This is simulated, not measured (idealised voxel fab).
process module | voxel plated lines
cross-section cut | 265 nm wide | cells 5 nm
A cross-section is a grid of square cells, given in bands from the top down. A band is one or more rows of cells.
Each band's line starts with the height of the band's top and of its bottom, in nm. Then come its materials from left to right, each with its width in nm. One material with "throughout" fills the band from edge to edge. "air" is empty space.
Height 0 is the level under which the wafer as received is all one material. The lowest band goes on downwards, as in "0 down".
A width such as "30 to 40" changes by the same amount from each row of cells to the next, from the band's top row to its bottom row.
"no change" after a step means that no cell of the cross-section changed.
closed voids: empty space of 8 cells or more with no open way to the top, each as width x height at its distance from the left edge, in nm
after a step's settings: what the simulator itself notes on the step
overlay nm, on a step with a mask: how far to the right of its planned place the mask lay; to the left if negative
Each pair below shows a cross-section before one step and the cross-section after it, down to the lowest band that changed. The line under each pair gives the step between them, with its settings. The pairs can come from different runs of this module on the same starting wafer, so a pair continues from the pair above only where its "before" says so.
before
  0 down: Si throughout
  closed voids: none
after
  10 to 0: Al2O3 throughout
  below 0: unchanged
  closed voids: none
the step between: op CONFORMAL_DEP | material Al2O3 | thk nm 10
before: the cross-section after the pair above
after
  15 to 10: TiN throughout
  below 10: unchanged
  closed voids: none
the step between: op DIRECTIONAL_DEP | material TiN | thk nm 5
before: the cross-section after the pair above
after
  35 to 15: resist 90 | air 15 | resist 20 | air 15 | resist 20 | air 15 | resist 90
  below 15: unchanged
  closed voids: none
the step between: op PATTERN | tone open | mask id LINES | material resist | width nm 15 | pitch nm 35 | thk nm 20 | overlay nm 0
before: the cross-section after the pair above
after
  35 to 20: resist 90 | air 15 | resist 20 | air 15 | resist 20 | air 15 | resist 90
  20 to 15: resist 90 | Ru 15 | resist 20 | Ru 15 | resist 20 | Ru 15 | resist 90
  below 15: unchanged
  closed voids: none
the step between: op EPI | material Ru | thk nm 5
before: the cross-section after the pair above
after
  20 to 15: air 90 | Ru 15 | air 20 | Ru 15 | air 20 | Ru 15 | air 90
  below 15: unchanged
  closed voids: none
the step between: op STRIP | etch materials resist
before: the cross-section after the pair above
after
  20 to 15: air 90 | Ru 15 | air 20 | Ru 15 | air 20 | Ru 15 | air 90
  15 to 10: air 90 | TiN 15 | air 20 | TiN 15 | air 20 | TiN 15 | air 90
  below 10: unchanged
  closed voids: none
the step between: op DIRECTIONAL_ETCH | etch materials TiN | depth nm 5
before: the cross-section after the pair above
after
  30 to 20: air 80 | SiN 105 | air 80
  20 to 15: SiN 90 | Ru 15 | SiN 20 | Ru 15 | SiN 20 | Ru 15 | SiN 90
  15 to 10: SiN 90 | TiN 15 | SiN 20 | TiN 15 | SiN 20 | TiN 15 | SiN 90
  below 10: unchanged
  closed voids: none
the step between: op CONFORMAL_DEP | material SiN | thk nm 10
before
  0 down: Si throughout
  closed voids: none
after
  5 to 0: TiN throughout
  below 0: unchanged
  closed voids: none
the step between: op DIRECTIONAL_DEP | material TiN | thk nm 5
before: the cross-section after the pair above
after
  15 to 5: Al2O3 throughout
  below 5: unchanged
  closed voids: none
the step between: op CONFORMAL_DEP | material Al2O3 | thk nm 10
before: the cross-section after the pair above
after
  35 to 15: resist 90 | air 15 | resist 20 | air 15 | resist 20 | air 15 | resist 90
  below 15: unchanged
  closed voids: none
the step between: op PATTERN | tone open | mask id LINES | material resist | width nm 15 | pitch nm 35 | thk nm 20 | overlay nm 0
before: the cross-section after the pair above
after
  15 to 5: Al2O3 throughout
  below 5: unchanged
  closed voids: none
the step between: op STRIP | etch materials resist
before: the cross-section after the pair above
after
  25 to 15: SiN throughout
  below 15: unchanged
  closed voids: none
the step between: op CONFORMAL_DEP | material SiN | thk nm 10
before
  20 to 15: air 90 | Ru 15 | air 20 | Ru 15 | air 20 | Ru 15 | air 90
  15 to 10: air 90 | TiN 15 | air 20 | TiN 15 | air 20 | TiN 15 | air 90
  10 to 0: Al2O3 throughout
  0 down: Si throughout
  closed voids: none
after
  25 to 20: air 85 | SiN 25 | air 10 | SiN 25 | air 10 | SiN 25 | air 85
  20 to 15: air 85 | SiN 5 | Ru 15 | SiN 5 | air 10 | SiN 5 | Ru 15 | SiN 5 | air 10 | SiN 5 | Ru 15 | SiN 5 | air 85
  15 to 10: SiN 90 | TiN 15 | SiN 20 | TiN 15 | SiN 20 | TiN 15 | SiN 90
  below 10: unchanged
  closed voids: none
the step between: op CONFORMAL_DEP | material SiN | thk nm 5
before
  15 to 10: TiN throughout
  10 to 0: Al2O3 throughout
  0 down: Si throughout
  closed voids: none
after
  35 to 15: resist 90 | air 20 | resist 15 | air 20 | resist 15 | air 20 | resist 85
  below 15: unchanged
  closed voids: none
the step between: op PATTERN | tone open | mask id LINES | material resist | width nm 20 | pitch nm 35 | thk nm 20 | overlay nm 0
before: the cross-section after the pair above
after
  35 to 20: resist 90 | air 20 | resist 15 | air 20 | resist 15 | air 20 | resist 85
  20 to 15: resist 90 | Ru 20 | resist 15 | Ru 20 | resist 15 | Ru 20 | resist 85
  below 15: unchanged
  closed voids: none
the step between: op EPI | material Ru | thk nm 5
before: the cross-section after the pair above
after
  20 to 15: air 90 | Ru 20 | air 15 | Ru 20 | air 15 | Ru 20 | air 85
  below 15: unchanged
  closed voids: none
the step between: op STRIP | etch materials resist
before: the cross-section after the pair above
after
  20 to 15: air 90 | Ru 20 | air 15 | Ru 20 | air 15 | Ru 20 | air 85
  15 to 10: air 90 | TiN 20 | air 15 | TiN 20 | air 15 | TiN 20 | air 85
  below 10: unchanged
  closed voids: none
the step between: op DIRECTIONAL_ETCH | etch materials TiN | depth nm 5
before: the cross-section after the pair above
after
  30 to 20: air 80 | SiN 110 | air 75
  20 to 15: SiN 90 | Ru 20 | SiN 15 | Ru 20 | SiN 15 | Ru 20 | SiN 85
  15 to 10: SiN 90 | TiN 20 | SiN 15 | TiN 20 | SiN 15 | TiN 20 | SiN 85
  below 10: unchanged
  closed voids: none
the step between: op CONFORMAL_DEP | material SiN | thk nm 10
before
  15 to 10: TiN throughout
  10 to 0: Al2O3 throughout
  0 down: Si throughout
  closed voids: none
after
  35 to 15: resist 80 | air 15 | resist 20 | air 15 | resist 20 | air 15 | resist 100
  below 15: unchanged
  closed voids: none
the step between: op PATTERN | tone open | mask id LINES | material resist | width nm 15 | pitch nm 35 | thk nm 20 | overlay nm -10
before: the cross-section after the pair above
after
  35 to 20: resist 80 | air 15 | resist 20 | air 15 | resist 20 | air 15 | resist 100
  20 to 15: resist 80 | Ru 15 | resist 20 | Ru 15 | resist 20 | Ru 15 | resist 100
  below 15: unchanged
  closed voids: none
the step between: op EPI | material Ru | thk nm 5
before: the cross-section after the pair above
after
  20 to 15: air 80 | Ru 15 | air 20 | Ru 15 | air 20 | Ru 15 | air 100
  below 15: unchanged
  closed voids: none
the step between: op STRIP | etch materials resist
before: the cross-section after the pair above
after
  20 to 15: air 80 | Ru 15 | air 20 | Ru 15 | air 20 | Ru 15 | air 100
  15 to 10: air 80 | TiN 15 | air 20 | TiN 15 | air 20 | TiN 15 | air 100
  below 10: unchanged
  closed voids: none
the step between: op DIRECTIONAL_ETCH | etch materials TiN | depth nm 5
before: the cross-section after the pair above
after
  30 to 20: air 70 | SiN 105 | air 90
  20 to 15: SiN 80 | Ru 15 | SiN 20 | Ru 15 | SiN 20 | Ru 15 | SiN 100
  15 to 10: SiN 80 | TiN 15 | SiN 20 | TiN 15 | SiN 20 | TiN 15 | SiN 100
  below 10: unchanged
  closed voids: none
the step between: op CONFORMAL_DEP | material SiN | thk nm 10
before
  10 to 0: Al2O3 throughout
  0 down: Si throughout
  closed voids: none
after
  15 to 0: Al2O3 throughout
  below 0: unchanged
  closed voids: none
the step between: op DIRECTIONAL_DEP | material Al2O3 | thk nm 5
before: the cross-section after the pair above
after
  35 to 15: resist 90 | air 15 | resist 20 | air 15 | resist 20 | air 15 | resist 90
  below 15: unchanged
  closed voids: none
the step between: op PATTERN | tone open | mask id LINES | material resist | width nm 15 | pitch nm 35 | thk nm 20 | overlay nm 0
before: the cross-section after the pair above
after
  15 to 0: Al2O3 throughout
  below 0: unchanged
  closed voids: none
the step between: op STRIP | etch materials resist
before: the cross-section after the pair above
after
  25 to 15: SiN throughout
  below 15: unchanged
  closed voids: none
the step between: op CONFORMAL_DEP | material SiN | thk nm 10
before
  15 to 10: TiN throughout
  10 to 0: Al2O3 throughout
  0 down: Si throughout
  closed voids: none
after
  35 to 15: air 90 | resist 15 | air 20 | resist 15 | air 20 | resist 15 | air 90
  below 15: unchanged
  closed voids: none
the step between: op PATTERN | tone cover | mask id LINES | material resist | width nm 15 | pitch nm 35 | thk nm 20 | overlay nm 0
before: the cross-section after the pair above
after
  35 to 20: air 90 | resist 15 | air 20 | resist 15 | air 20 | resist 15 | air 90
  20 to 15: Ru 90 | resist 15 | Ru 20 | resist 15 | Ru 20 | resist 15 | Ru 90
  below 15: unchanged
  closed voids: none
the step between: op EPI | material Ru | thk nm 5
before: the cross-section after the pair above
after
  20 to 15: Ru 90 | air 15 | Ru 20 | air 15 | Ru 20 | air 15 | Ru 90
  below 15: unchanged
  closed voids: none
the step between: op STRIP | etch materials resist
before: the cross-section after the pair above
after
  20 to 15: Ru 90 | air 15 | Ru 20 | air 15 | Ru 20 | air 15 | Ru 90
  15 to 10: TiN 90 | air 15 | TiN 20 | air 15 | TiN 20 | air 15 | TiN 90
  below 10: unchanged
  closed voids: none
the step between: op DIRECTIONAL_ETCH | etch materials TiN | depth nm 5
before: the cross-section after the pair above
after
  30 to 20: SiN throughout
  20 to 15: Ru 90 | SiN 15 | Ru 20 | SiN 15 | Ru 20 | SiN 15 | Ru 90
  15 to 10: TiN 90 | SiN 15 | TiN 20 | SiN 15 | TiN 20 | SiN 15 | TiN 90
  below 10: unchanged
  closed voids: none
the step between: op CONFORMAL_DEP | material SiN | thk nm 10
